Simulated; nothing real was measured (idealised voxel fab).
Module name: voxel released beams (process module)
Square cells of 5 nm make up the cross-section cut, whose width is 280 nm.
Notation: cross-section as square-cell grid; stated in bands, top first, going down; one or more cell rows per band.
Heights first: top, then bottom, in nm. Then materials, left to right, each with a width in nm. "edge to edge" on a single material: fills the band edge to edge. "empty": empty space.
Heights from 0 (as-received wafer is one material below). Bottom band endless downward, as "0 nm and below".
Width spec "30 to 40" -> top row of cells at first value, bottom row at second value, equal per-row change in between.
Given "nothing different" for a step, no cell of the cross-section differs between before and after that step.
Entry "Completely enclosed voids" = empty spaces >= 8 cells with no open way to the top; each as width x height at distance, distance from left edge, all nm.
Note: text after step settings on the step line = simulator remark on that step.
The "overlay nm" setting may appear on a step's line; for a step that uses a mask, it gives how far to the right of its planned position the mask lay, and a negative value indicates the left.
### Intended process steps
1,RECEIVE with material Si
2,CONFORMAL_DEP with material SiN, thk nm 10
3,DIRECTIONAL_DEP with material SiO2, thk nm 15
4,DIRECTIONAL_DEP with material aC, thk nm 10
5,PATTERN with tone open, mask id ANCHOR, material resist, width nm 35, thk nm 30, overlay nm 0
6,DIRECTIONAL_ETCH with etch materials aC, depth nm 10
7,STRIP with etch materials resist
8,DIRECTIONAL_ETCH with etch materials SiO2, depth nm 15
9,STRIP with etch materials aC
10,CONFORMAL_DEP with material W, thk nm 10
11,MASKED_ETCH with tone cover, mask id BEAM, width nm 120, etch materials W, depth nm 10, overlay nm 0
12,STRIP with etch materials SiO2
### Wafer cross-section on receipt, i.e. after step 1
> 0 nm and below | Si edge to edge
> Completely enclosed voids: none
### Wafer at module end, in section. Began as above, planned as above, run with one mistake
> 40 nm to 30 nm | empty 75 nm, then W 20 nm, then empty 5 nm, then W 95 nm, then empty 85 nm
> 30 nm to 25 nm | W 95 nm, then empty 5 nm, then W 180 nm
> 25 nm to 10 nm | SiO2 80 nm, then W 35 nm, then SiO2 165 nm
> 10 nm to 0 nm | SiN edge to edge
> 0 nm and below | Si edge to edge
> Completely enclosed voids: none
Error vs. plan: step 10, actual vs plan mismatch, actual run CONFORMAL_DEP with material W, thk nm 15
